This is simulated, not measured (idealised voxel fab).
The following is a process module called voxel tone inversion.
The width of the displayed cross-section, cut, is 225 nm; its cells are square, with a size of 5 nm.
Heads up, the way a cross-section reads in here is a grid of square cells, handed over as bands from the top down, with every band being one or more rows of cells.
For a band, the entry starts with two heights in nm, that of the top and then that of the bottom, and carries on with the band's materials in order from left to right, each alongside its width in nm; the word "edge to edge" beside a single material means it fills the band edge to edge, and "air" means empty space.
Height 0 is the level under which the wafer as received is all one material. The lowest band goes on downwards, as in "top 0, no bottom".
It should be noted that a width expressed as "30 to 40" varies in equal increments from row to row of cells within the band, taking the value of the first number at the top row and that of the second number at the bottom row.
"remained unchanged" (step): cross-section cells unchanged, all of them.
Voids not open to the top, 8 cells minimum: see "Entrapped void list". Written width x height at distance; distance is from the left edge; nm.
Whatever follows a step's settings on its line is a remark the simulator itself makes about that step.
Among the settings permitted on a step's line is "overlay nm"; applied to a step with a mask, it specifies the extent to which the mask lay to the right of its planned position, whereas a negative figure signifies a position to the left.
The process steps that were planned are listed below:
1 RECEIVE | material Si
2 CONFORMAL_DEP | material SiCN | thk nm 5
3 DIRECTIONAL_DEP | material polySi | thk nm 25
4 PATTERN | tone cover | mask id POSTS | material resist | width nm 25 | pitch nm 50 | thk nm 35 | overlay nm 0
5 DIRECTIONAL_ETCH | etch materials polySi | depth nm 25
6 STRIP | etch materials resist
7 FILL_DEP | material lowk | thk nm 5
8 CMP | height nm 30
9 STRIP | etch materials polySi
Cross-sectional view of the wafer in its as-received condition, corresponding to the state after step 1:
* top 0, no bottom: Si edge to edge
* Entrapped void list: none
Wafer cross-section at module end: first of two, run to plan:
* top 30, bottom 5: 75 nm lowk, 25 nm air, 25 nm lowk, 25 nm air, 75 nm lowk
* top 5, bottom 0: SiCN edge to edge
* top 0, no bottom: Si edge to edge
* Entrapped void list: none
The second wafer, shown in cross-section after the module: started the same way as the first and given the same plan, yet one mistake crept into how it was run:
* top 30, bottom 5: lowk edge to edge
* top 5, bottom 0: SiCN edge to edge
* top 0, no bottom: Si edge to edge
* Entrapped void list: none
So what did we get wrong on this run? rather than as planned, step 3 actually ran as DIRECTIONAL_DEP | material lowk | thk nm 25
Final cells, second wafer relative to first, materials higher or lower: lowk +50
